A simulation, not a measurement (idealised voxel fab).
Process module, titled voxel local oxidation
For reference, the cross-section in this document is cut, with width 150 nm and square cells of 5 nm.
Heads up, the way a cross-section reads in here is a grid of square cells, handed over as bands from the top down, with every band being one or more rows of cells.
Basically the band line says how high the top is and how high the bottom is, in nm, and then what's in it from left to right, every material with its width in nm. Empty space shows up as "empty", and if a single material carries "throughout" it runs the full band edge to edge.
Height 0 is the level under which the wafer as received is all one material. The lowest band goes on downwards, as in "from 0 down".
Width: "30->40" (first number = top row, second number = bottom row, same change from row to row of cells).
"nothing altered" -> step changed no cross-section cell.
In "Unvented voids" the enclosed voids are listed, meaning empty spaces of 8 cells or larger without any opening to the top. The form is width x height at distance, distance from the left edge, units nm.
The remark found on a step's line after its settings is issued by the simulator itself and pertains to that step.
When a step includes a mask, the "overlay nm" setting on its line states how far to the right of its planned place that mask lay, and negative values state how far to the left.
[Here's what the planned process steps look like]
1: RECEIVE,material Si
2: CONFORMAL_DEP,material SiO2,thk nm 5
3: CONFORMAL_DEP,material SiN,thk nm 10
4: MASKED_ETCH,tone cover,mask id ACTIVE,width nm 90,etch materials SiN,depth nm 10,overlay nm 0
5: SELECTIVE_ETCH,etch materials SiO2,depth nm 5
6: OXIDIZE,depth nm 15
7: STRIP,etch materials SiN
[First of two wafers, with the run carried out as planned]
[Step 1 complete: cross-section of the wafer as received]
> from 0 down  Si throughout
> Unvented voids: none
[Cross-sectional representation of the wafer at the conclusion of step 2]
> from 5 to 0  SiO2 throughout
> Nothing below the height 0 has changed.
[Cross-sectional representation of the wafer at the conclusion of step 3]
> from 15 to 5  SiN throughout
> Nothing below the height 5 has changed.
[Cross-sectional representation of the wafer at the conclusion of step 4]
> from 15 to 5  empty 30 nm; SiN 90 nm; empty 30 nm
> Nothing below the height 5 has changed.
[Cross-sectional representation of the wafer at the conclusion of step 5]
> from 15 to 5  empty 30 nm; SiN 90 nm; empty 30 nm
> from 5 to 0  empty 35 nm; SiO2 80 nm; empty 35 nm
> Nothing below the height 0 has changed.
[Cross-sectional representation of the wafer at the conclusion of step 6]
> from 15 to 5  empty 30 nm; SiN 90 nm; empty 30 nm
> from 5 to 0  empty 35 nm; SiO2 80 nm; empty 35 nm
> from 0 to -15  SiO2 50 nm; Si 50 nm; SiO2 50 nm
> Nothing below the height -15 has changed.
[Cross-sectional representation of the wafer at the conclusion of step 7]
> from 5 to 0  empty 35 nm; SiO2 80 nm; empty 35 nm
> Nothing below the height 0 has changed.
[Now the other wafer: same start, same recipe, but we messed up one thing when running it. Up to and including step 5 it's the same as the first one]
[Second wafer, cut view, end of step 6 per plan]
> from 15 to 5  empty 30 nm; SiN 90 nm; empty 30 nm
> from 5 to 0  empty 35 nm; SiO2 80 nm; empty 35 nm
> from 0 to -25  SiO2 60 nm; Si 30 nm; SiO2 60 nm
> Nothing below the height -25 has changed.
[Second wafer, cut view, end of step 7 per plan]
> from 5 to 0  empty 35 nm; SiO2 80 nm; empty 35 nm
> Nothing below the height 0 has changed.
In executing the process, a mistake was made relative to the plan: step 6 did not use the planned setting and instead ran as OXIDIZE,depth nm 25
Once processing is complete, comparing cell counts shows that the second wafer has more or fewer of certain materials than the first: Si: 60 fewer; SiO2: 60 more
